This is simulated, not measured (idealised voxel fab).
The following process module bears the name voxel transistor to metal.
Shown is cross-section cut, with a width of 300 nm and square cells of size 5 nm.
Notation: cross-section as square-cell grid; stated in bands, top first, going down; one or more cell rows per band. Heads up on the band format: heights come first, top then bottom, in nm. After that it's the materials left to right, each with its width in nm. A single material flagged "throughout" fills the whole band edge to edge, and "empty" means there's empty space there. Heights are reckoned from 0. Under this level, the received wafer is all of one material. The bottommost band is open-ended downward, for example "0 nm and below". Width spec "30 to 40" -> top row of cells at first value, bottom row at second value, equal per-row change in between. The cross-section has no changed cell in any step marked "no modifications". The entry "Completely sealed voids" lists the empty spaces that cover at least 8 cells and have no open path to the top. Each is written as width x height at distance, where the distance is measured from the left edge and all three values are in nm. Past the settings on a step's line: simulator remark, on that step. overlay nm: step with mask; distance mask lay right of planned place; negative value = left of planned place.

The process steps that were planned are listed below
- 1: op RECEIVE | material Si
- 2: op OXIDIZE | depth nm 5
- 3: op CONFORMAL_DEP | material SiN | thk nm 10
- 4: op MASKED_ETCH | tone cover | mask id ACTIVE | width nm 110 | pitch nm 140 | etch materials SiN | depth nm 10 | overlay nm 0
- 5: op MASKED_ETCH | tone cover | mask id ACTIVE | width nm 110 | pitch nm 140 | etch materials SiO2 | depth nm 5 | overlay nm 0
- 6: op MASKED_ETCH | tone cover | mask id ACTIVE | width nm 110 | pitch nm 140 | etch materials Si | depth nm 35 | overlay nm 0
- 7: op FILL_DEP | material SiO2 | thk nm 15
- 8: op CMP | height nm 10
- 9: op SELECTIVE_ETCH | etch materials SiO2 | depth nm 10
- 10: op STRIP | etch materials SiN
- 11: op SELECTIVE_ETCH | etch materials SiO2 | depth nm 5
- 12: op OXIDIZE | depth nm 5
- 13: op DIRECTIONAL_DEP | material polySi | thk nm 30
- 14: op DIRECTIONAL_DEP | material SiCN | thk nm 15
- 15: op PATTERN | tone cover | mask id GATE | material resist | width nm 20 | pitch nm 140 | thk nm 15 | overlay nm 0
- 16: op DIRECTIONAL_ETCH | etch materials SiCN | depth nm 25
- 17: op DIRECTIONAL_ETCH | etch materials polySi | depth nm 40
- 18: op STRIP | etch materials resist
- 19: op CONFORMAL_DEP | material SiO2 | thk nm 5
- 20: op DIRECTIONAL_ETCH | etch materials SiO2 | depth nm 5
- 21: op CONFORMAL_DEP | material SiN | thk nm 5
- 22: op DIRECTIONAL_ETCH | etch materials SiN | depth nm 5
- 23: op DIRECTIONAL_ETCH | etch materials SiO2 | depth nm 5
- 24: op DIRECTIONAL_ETCH | etch materials Si | depth nm 15
- 25: op EPI | material pSi | thk nm 15
- 26: op FILL_DEP | material SiO2 | thk nm 5
- 27: op CMP | height nm 40
- 28: op DIRECTIONAL_DEP | material SiO2 | thk nm 10
- 29: op MASKED_ETCH | tone open | mask id CONTACT | width nm 20 | pitch nm 70 | etch materials SiO2 | depth nm 60 | overlay nm 0
- 30: op CONFORMAL_DEP | material TiN | thk nm 5
- 31: op FILL_DEP | material W | thk nm 5
- 32: op CMP | height nm 50
- 33: op CONFORMAL_DEP | material SiCN | thk nm 5
- 34: op DIRECTIONAL_DEP | material SiO2 | thk nm 25
- 35: op MASKED_ETCH | tone open | mask id METAL_1 | width nm 20 | pitch nm 70 | etch materials SiO2 | depth nm 25 | overlay nm 0
- 36: op MASKED_ETCH | tone open | mask id METAL_1 | width nm 20 | pitch nm 70 | etch materials SiCN | depth nm 5 | overlay nm 0
- 37: op CONFORMAL_DEP | material TiN | thk nm 5
- 38: op FILL_DEP | material Cu | thk nm 10
- 39: op CMP | height nm 80
- 40: op EPI | material Ru | thk nm 5
- 41: op FILL_DEP | material SiCN | thk nm 5

This is the cross-section of the wafer as we received it, i.e. after step 1
* 0 nm and below  Si throughout
* Completely sealed voids: none

End-of-module cross-section of the first of two wafers, processed as planned
* 90 nm to 85 nm  SiCN throughout
* 85 nm to 80 nm  SiCN: 30, then Ru: 30, then SiCN: 40, then Ru: 30, then SiCN: 40, then Ru: 30, then SiCN: 40, then Ru: 30, then SiCN: 30
* 80 nm to 55 nm  SiO2: 35, then TiN: 5, then Cu: 10, then TiN: 5, then SiO2: 50, then TiN: 5, then Cu: 10, then TiN: 5, then SiO2: 50, then TiN: 5, then Cu: 10, then TiN: 5, then SiO2: 50, then TiN: 5, then Cu: 10, then TiN: 5, then SiO2: 35
* 55 nm to 50 nm  SiCN: 35, then TiN: 20, then SiCN: 50, then TiN: 20, then SiCN: 50, then TiN: 20, then SiCN: 50, then TiN: 20, then SiCN: 35
* 50 nm to 40 nm  SiO2: 35, then TiN: 5, then W: 10, then TiN: 5, then SiO2: 50, then TiN: 5, then W: 10, then TiN: 5, then SiO2: 50, then TiN: 5, then W: 10, then TiN: 5, then SiO2: 50, then TiN: 5, then W: 10, then TiN: 5, then SiO2: 35
* 40 nm to 25 nm  SiO2: 35, then TiN: 5, then W: 10, then TiN: 5, then SiO2: 5, then SiN: 5, then SiO2: 5, then SiCN: 20, then SiO2: 5, then SiN: 5, then SiO2: 5, then TiN: 5, then W: 10, then TiN: 5, then SiO2: 50, then TiN: 5, then W: 10, then TiN: 5, then SiO2: 5, then SiN: 5, then SiO2: 5, then SiCN: 20, then SiO2: 5, then SiN: 5, then SiO2: 5, then TiN: 5, then W: 10, then TiN: 5, then SiO2: 35
* 25 nm to 10 nm  SiO2: 35, then TiN: 5, then W: 10, then TiN: 5, then SiO2: 5, then SiN: 5, then SiO2: 5, then polySi: 20, then SiO2: 5, then SiN: 5, then SiO2: 5, then TiN: 5, then W: 10, then TiN: 5, then SiO2: 50, then TiN: 5, then W: 10, then TiN: 5, then SiO2: 5, then SiN: 5, then SiO2: 5, then polySi: 20, then SiO2: 5, then SiN: 5, then SiO2: 5, then TiN: 5, then W: 10, then TiN: 5, then SiO2: 35
* 10 nm to 5 nm  SiO2: 35, then TiN: 20, then SiO2: 5, then SiN: 5, then SiO2: 5, then polySi: 20, then SiO2: 5, then SiN: 5, then SiO2: 5, then TiN: 20, then SiO2: 50, then TiN: 20, then SiO2: 5, then SiN: 5, then SiO2: 5, then polySi: 20, then SiO2: 5, then SiN: 5, then SiO2: 5, then TiN: 20, then SiO2: 35
* 5 nm to -5 nm  SiO2: 35, then TiN: 10, then pSi: 15, then SiN: 5, then SiO2: 5, then polySi: 20, then SiO2: 5, then SiN: 5, then pSi: 15, then TiN: 10, then SiO2: 50, then TiN: 10, then pSi: 15, then SiN: 5, then SiO2: 5, then polySi: 20, then SiO2: 5, then SiN: 5, then pSi: 15, then TiN: 10, then SiO2: 35
* -5 nm to -10 nm  SiO2: 35, then TiN: 10, then pSi: 15, then SiO2: 40, then pSi: 15, then TiN: 10, then SiO2: 50, then TiN: 10, then pSi: 15, then SiO2: 40, then pSi: 15, then TiN: 10, then SiO2: 35
* -10 nm to -25 nm  SiO2: 25, then pSi: 35, then Si: 40, then pSi: 35, then SiO2: 30, then pSi: 35, then Si: 40, then pSi: 35, then SiO2: 25
* -25 nm to -40 nm  SiO2: 25, then Si: 110, then SiO2: 30, then Si: 110, then SiO2: 25
* -40 nm and below  Si throughout
* Completely sealed voids: none

Module end: cross-section of wafer two of two. Same start and process plan as the first wafer. One mistake during execution
* 90 nm to 85 nm  SiCN throughout
* 85 nm to 80 nm  SiCN: 30, then Ru: 30, then SiCN: 40, then Ru: 30, then SiCN: 40, then Ru: 30, then SiCN: 40, then Ru: 30, then SiCN: 30
* 80 nm to 55 nm  SiO2: 35, then TiN: 5, then Cu: 10, then TiN: 5, then SiO2: 50, then TiN: 5, then Cu: 10, then TiN: 5, then SiO2: 50, then TiN: 5, then Cu: 10, then TiN: 5, then SiO2: 50, then TiN: 5, then Cu: 10, then TiN: 5, then SiO2: 35
* 55 nm to 50 nm  SiCN: 35, then TiN: 20, then SiCN: 50, then TiN: 20, then SiCN: 50, then TiN: 20, then SiCN: 50, then TiN: 20, then SiCN: 35
* 50 nm to 40 nm  SiO2: 35, then TiN: 5, then W: 10, then TiN: 5, then SiO2: 50, then TiN: 5, then W: 10, then TiN: 5, then SiO2: 50, then TiN: 5, then W: 10, then TiN: 5, then SiO2: 50, then TiN: 5, then W: 10, then TiN: 5, then SiO2: 35
* 40 nm to 25 nm  SiO2: 35, then TiN: 5, then W: 10, then TiN: 5, then SiO2: 5, then SiN: 5, then SiO2: 5, then SiCN: 20, then SiO2: 5, then SiN: 5, then SiO2: 5, then TiN: 5, then W: 10, then TiN: 5, then SiO2: 50, then TiN: 5, then W: 10, then TiN: 5, then SiO2: 5, then SiN: 5, then SiO2: 5, then SiCN: 20, then SiO2: 5, then SiN: 5, then SiO2: 5, then TiN: 5, then W: 10, then TiN: 5, then SiO2: 35
* 25 nm to 10 nm  SiO2: 35, then TiN: 5, then W: 10, then TiN: 5, then SiO2: 5, then SiN: 5, then SiO2: 5, then polySi: 20, then SiO2: 5, then SiN: 5, then SiO2: 5, then TiN: 5, then W: 10, then TiN: 5, then SiO2: 50, then TiN: 5, then W: 10, then TiN: 5, then SiO2: 5, then SiN: 5, then SiO2: 5, then polySi: 20, then SiO2: 5, then SiN: 5, then SiO2: 5, then TiN: 5, then W: 10, then TiN: 5, then SiO2: 35
* 10 nm to 5 nm  SiO2: 35, then TiN: 20, then SiO2: 5, then SiN: 5, then SiO2: 5, then polySi: 20, then SiO2: 5, then SiN: 5, then SiO2: 5, then TiN: 20, then SiO2: 50, then TiN: 20, then SiO2: 5, then SiN: 5, then SiO2: 5, then polySi: 20, then SiO2: 5, then SiN: 5, then SiO2: 5, then TiN: 20, then SiO2: 35
* 5 nm to -5 nm  SiO2: 35, then TiN: 10, then pSi: 15, then SiN: 5, then SiO2: 5, then polySi: 20, then SiO2: 5, then SiN: 5, then pSi: 15, then TiN: 10, then SiO2: 50, then TiN: 10, then pSi: 15, then SiN: 5, then SiO2: 5, then polySi: 20, then SiO2: 5, then SiN: 5, then pSi: 15, then TiN: 10, then SiO2: 35
* -5 nm to -10 nm  SiO2: 35, then TiN: 10, then pSi: 15, then SiO2: 40, then pSi: 15, then TiN: 10, then SiO2: 50, then TiN: 10, then pSi: 15, then SiO2: 40, then pSi: 15, then TiN: 10, then SiO2: 35
* -10 nm to -25 nm  SiO2: 45, then pSi: 15, then Si: 40, then pSi: 15, then SiO2: 70, then pSi: 15, then Si: 40, then pSi: 15, then SiO2: 45
* -25 nm to -40 nm  SiO2: 25, then pSi: 35, then Si: 40, then pSi: 35, then SiO2: 30, then pSi: 35, then Si: 40, then pSi: 35, then SiO2: 25
* -40 nm and below  Si throughout
* Completely sealed voids: none
Where did the run depart from the plan? step 24 of the plan was performed twice
Bottom line after processing is that, in cells, the second wafer is up or down on some materials versus the first: -84 Si, +48 SiO2, +36 pSi
